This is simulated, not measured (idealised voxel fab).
Process module under the name voxel air gaps
Square cell edge 5 nm, section width 180 nm, ID cut.
Think of the cross-section as a grid of square cells. We describe it in bands, top to bottom, and each band covers one or more rows of those cells. Read a band's entry like this: the first values are the height of its top and the height of its bottom in nm, and what follows is the sequence of materials from left to right, each with its width in nm. Note that "blank" is empty space, and that a single material marked "edge to edge" reaches across the band from edge to edge. Height datum 0, below which the as-received substrate wafer is one material. Lowest band open at the bottom, running downward: "0 down". A width given as "30 to 40" starts at the first number in the band's top row and ends at the second number in its bottom row, shifting by an equal amount at every step from row to row. You'll sometimes find "stayed the same" written for a step, and that's the way of saying that nowhere in the cross-section did a cell change during that step. The list in "Unvented cavities" covers empty spaces of 8 cells or more that cannot reach the top through any open way, and it gives each as width x height at distance; the distance is from the left edge, and width, height and distance are in nm. Formally, on a step line, whatever follows the settings is a remark that the simulator itself makes on the step. overlay nm, on a step with a mask: how far to the right of its planned place the mask lay; to the left if negative.
Planned process steps:
1,RECEIVE [material Si]
2,CONFORMAL_DEP [material SiO2] [thk nm 10]
3,CONFORMAL_DEP [material SiN] [thk nm 5]
4,DIRECTIONAL_DEP [material SiO2] [thk nm 40]
5,MASKED_ETCH [tone open] [mask id LINES] [width nm 25] [pitch nm 55] [etch materials SiO2] [depth nm 40] [overlay nm 0]
6,CONFORMAL_DEP [material TiN] [thk nm 5]
7,FILL_DEP [material Ru] [thk nm 10]
8,CMP [height nm 55]
9,EPI [material Ru] [thk nm 10]
10,SELECTIVE_ETCH [etch materials SiO2] [depth nm 50]
11,CONFORMAL_DEP [material SiCN] [thk nm 5]
Cross-section of the wafer as it came to us, i.e., already through step 1:
- 0 down = Si edge to edge
- Unvented cavities: none
Starting structure and process plan are as shown above, but one mistake was made in running the module; the wafer cross-section at the end of the module follows:
- 60 to 55 = SiCN edge to edge
- 55 to 50 = SiN edge to edge
- 50 to 0 = SiO2 edge to edge
- 0 down = Si edge to edge
- Unvented cavities: none
In executing the process, a mistake was made relative to the plan: deviation from plan: step 4 and step 3 executed in one another's positions
